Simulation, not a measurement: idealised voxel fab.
Proc. module: voxel gate over fins
cross-section cut | 175 nm wide | cells 5 nm
Bands, listed from the top down, are how a cross-section gets written in this document; the cross-section itself is a grid of square cells, and a band is one or more rows of them. A band entry consists of two parts. The first gives the height of the band's top and the height of its bottom, in nm. The rest lists the band's materials from left to right, each with its width in nm. A single material labelled with the word "edge to edge" fills the band from edge to edge, and the word "empty" marks empty space. Convention: height 0 is the level below which the wafer, as received, is all one material. The lowest band does not terminate at the bottom but continues downward, represented as "0 -> down". When a width is written as two numbers, as in "30..40", the first number is the width in the top row of cells of the band and the second is the width in its bottom row, and the width changes by the same amount from each row to the next. No cell of the cross-section changed in a step that is given as "no change occurred". Under "Tabulated closed voids" you'll find the enclosed gaps, the ones with no way out to the top, that are 8 cells or bigger; each reads width x height at distance, with distance counted from the left edge, everything in nm. On each step's line, the part that comes after the settings is the simulator's own comment on the step. Among the settings permitted on a step's line is "overlay nm"; applied to a step with a mask, it specifies the extent to which the mask lay to the right of its planned position, whereas a negative figure signifies a position to the left.
Here's what the planned process steps look like
1,RECEIVE: material Si
2,CONFORMAL_DEP: material SiN, thk nm 10
3,MASKED_ETCH: tone cover, mask id FINS, width nm 15, pitch nm 35, etch materials SiN, depth nm 10, overlay nm 0
4,MASKED_ETCH: tone cover, mask id FINS, width nm 15, pitch nm 35, etch materials Si, depth nm 35, overlay nm 0
5,OXIDIZE: depth nm 5
6,FILL_DEP: material SiO2, thk nm 15
7,CMP: height nm 10
8,SELECTIVE_ETCH: etch materials SiO2, depth nm 20
9,STRIP: etch materials SiN
10,CONFORMAL_DEP: material HfO2, thk nm 5
11,CONFORMAL_DEP: material TiN, thk nm 5
12,FILL_DEP: material W, thk nm 10
13,CMP: height nm 15
14,CONFORMAL_DEP: material SiN, thk nm 10
Concerning the first of two wafers, which was run in accordance with the plan
as received, after step 1
- 0 -> down: Si edge to edge
- Tabulated closed voids: none
Upon completion of step 2, the wafer appears in cross-section as shown
- 10 -> 0: SiN edge to edge
- No changes below 0.
Upon completion of step 3, the wafer appears in cross-section as shown
- 10 -> 0: empty 25, SiN 15, empty 20, SiN 15, empty 20, SiN 15, empty 20, SiN 15, empty 30
- No changes below 0.
Upon completion of step 4, the wafer appears in cross-section as shown
- 10 -> 0: empty 25, SiN 15, empty 20, SiN 15, empty 20, SiN 15, empty 20, SiN 15, empty 30
- 0 -> -35: empty 25, Si 15, empty 20, Si 15, empty 20, Si 15, empty 20, Si 15, empty 30
- No changes below -35.
Upon completion of step 5, the wafer appears in cross-section as shown
- 10 -> 0: empty 25, SiN 15, empty 20, SiN 15, empty 20, SiN 15, empty 20, SiN 15, empty 30
- 0 -> -35: empty 25, SiO2 5, Si 5, SiO2 5, empty 20, SiO2 5, Si 5, SiO2 5, empty 20, SiO2 5, Si 5, SiO2 5, empty 20, SiO2 5, Si 5, SiO2 5, empty 30
- -35 -> -40: SiO2 30, Si 5, SiO2 30, Si 5, SiO2 30, Si 5, SiO2 30, Si 5, SiO2 35
- No changes below -40.
Upon completion of step 6, the wafer appears in cross-section as shown
- 25 -> 10: SiO2 edge to edge
- 10 -> 0: SiO2 25, SiN 15, SiO2 20, SiN 15, SiO2 20, SiN 15, SiO2 20, SiN 15, SiO2 30
- 0 -> -40: SiO2 30, Si 5, SiO2 30, Si 5, SiO2 30, Si 5, SiO2 30, Si 5, SiO2 35
- No changes below -40.
Upon completion of step 7, the wafer appears in cross-section as shown
- 10 -> 0: SiO2 25, SiN 15, SiO2 20, SiN 15, SiO2 20, SiN 15, SiO2 20, SiN 15, SiO2 30
- No changes below 0.
Upon completion of step 8, the wafer appears in cross-section as shown
- 10 -> 0: empty 25, SiN 15, empty 20, SiN 15, empty 20, SiN 15, empty 20, SiN 15, empty 30
- 0 -> -10: empty 30, Si 5, empty 30, Si 5, empty 30, Si 5, empty 30, Si 5, empty 35
- No changes below -10.
Upon completion of step 9, the wafer appears in cross-section as shown
- 0 -> -10: empty 30, Si 5, empty 30, Si 5, empty 30, Si 5, empty 30, Si 5, empty 35
- No changes below -10.
Upon completion of step 10, the wafer appears in cross-section as shown
- 5 -> 0: empty 25, HfO2 15, empty 20, HfO2 15, empty 20, HfO2 15, empty 20, HfO2 15, empty 30
- 0 -> -5: empty 25, HfO2 5, Si 5, HfO2 5, empty 20, HfO2 5, Si 5, HfO2 5, empty 20, HfO2 5, Si 5, HfO2 5, empty 20, HfO2 5, Si 5, HfO2 5, empty 30
- -5 -> -10: HfO2 30, Si 5, HfO2 30, Si 5, HfO2 30, Si 5, HfO2 30, Si 5, HfO2 35
- No changes below -10.
Upon completion of step 11, the wafer appears in cross-section as shown
- 10 -> 5: empty 20, TiN 25, empty 10, TiN 25, empty 10, TiN 25, empty 10, TiN 25, empty 25
- 5 -> 0: empty 20, TiN 5, HfO2 15, TiN 5, empty 10, TiN 5, HfO2 15, TiN 5, empty 10, TiN 5, HfO2 15, TiN 5, empty 10, TiN 5, HfO2 15, TiN 5, empty 25
- 0 -> -5: TiN 25, HfO2 5, Si 5, HfO2 5, TiN 20, HfO2 5, Si 5, HfO2 5, TiN 20, HfO2 5, Si 5, HfO2 5, TiN 20, HfO2 5, Si 5, HfO2 5, TiN 30
- No changes below -5.
Upon completion of step 12, the wafer appears in cross-section as shown
- 20 -> 10: W edge to edge
- 10 -> 5: W 20, TiN 25, W 10, TiN 25, W 10, TiN 25, W 10, TiN 25, W 25
- 5 -> 0: W 20, TiN 5, HfO2 15, TiN 5, W 10, TiN 5, HfO2 15, TiN 5, W 10, TiN 5, HfO2 15, TiN 5, W 10, TiN 5, HfO2 15, TiN 5, W 25
- No changes below 0.
Upon completion of step 13, the wafer appears in cross-section as shown
- 15 -> 10: W edge to edge
- No changes below 10.
Upon completion of step 14, the wafer appears in cross-section as shown
- 25 -> 15: SiN edge to edge
- No changes below 15.
Notes, second wafer: start = first wafer's, plan = first wafer's, execution had one mistake; history identical to first through step 1
Second wafer: cross-section at the scheduled end of step 2: no change occurred
Second wafer: cross-section at the scheduled end of step 3: no change occurred
Second wafer: cross-section at the scheduled end of step 4
- 0 -> -35: empty 25, Si 15, empty 20, Si 15, empty 20, Si 15, empty 20, Si 15, empty 30
- No changes below -35.
Second wafer: cross-section at the scheduled end of step 5
- 0 -> -5: empty 25, SiO2 15, empty 20, SiO2 15, empty 20, SiO2 15, empty 20, SiO2 15, empty 30
- -5 -> -35: empty 25, SiO2 5, Si 5, SiO2 5, empty 20, SiO2 5, Si 5, SiO2 5, empty 20, SiO2 5, Si 5, SiO2 5, empty 20, SiO2 5, Si 5, SiO2 5, empty 30
- -35 -> -40: SiO2 30, Si 5, SiO2 30, Si 5, SiO2 30, Si 5, SiO2 30, Si 5, SiO2 35
- No changes below -40.
Second wafer: cross-section at the scheduled end of step 6
- 15 -> -5: SiO2 edge to edge
- -5 -> -40: SiO2 30, Si 5, SiO2 30, Si 5, SiO2 30, Si 5, SiO2 30, Si 5, SiO2 35
- No changes below -40.
Second wafer: cross-section at the scheduled end of step 7
- 10 -> -5: SiO2 edge to edge
- No changes below -5.
Second wafer: cross-section at the scheduled end of step 8
- -5 -> -10: empty 30, Si 5, empty 30, Si 5, empty 30, Si 5, empty 30, Si 5, empty 35
- No changes below -10.
Second wafer: cross-section at the scheduled end of step 9: no change occurred
Second wafer: cross-section at the scheduled end of step 10
- 0 -> -5: empty 25, HfO2 15, empty 20, HfO2 15, empty 20, HfO2 15, empty 20, HfO2 15, empty 30
- -5 -> -10: HfO2 30, Si 5, HfO2 30, Si 5, HfO2 30, Si 5, HfO2 30, Si 5, HfO2 35
- No changes below -10.
Second wafer: cross-section at the scheduled end of step 11
- 5 -> 0: empty 20, TiN 25, empty 10, TiN 25, empty 10, TiN 25, empty 10, TiN 25, empty 25
- 0 -> -5: TiN 25, HfO2 15, TiN 20, HfO2 15, TiN 20, HfO2 15, TiN 20, HfO2 15, TiN 30
- No changes below -5.
Second wafer: cross-section at the scheduled end of step 12
- 15 -> 5: W edge to edge
- 5 -> 0: W 20, TiN 25, W 10, TiN 25, W 10, TiN 25, W 10, TiN 25, W 25
- No changes below 0.
Second wafer: cross-section at the scheduled end of step 13: no change occurred
Second wafer: cross-section at the scheduled end of step 14
- 25 -> 15: SiN edge to edge
- No changes below 15.
Nonconformance to the process plan: execution of step 2 of the plan did not take place, the step having been omitted
Wafer comparison, final, in cells, second relative to first, materials more or fewer: 8 fewer of HfO2, 4 fewer of Si, 8 fewer of TiN, 20 more of W
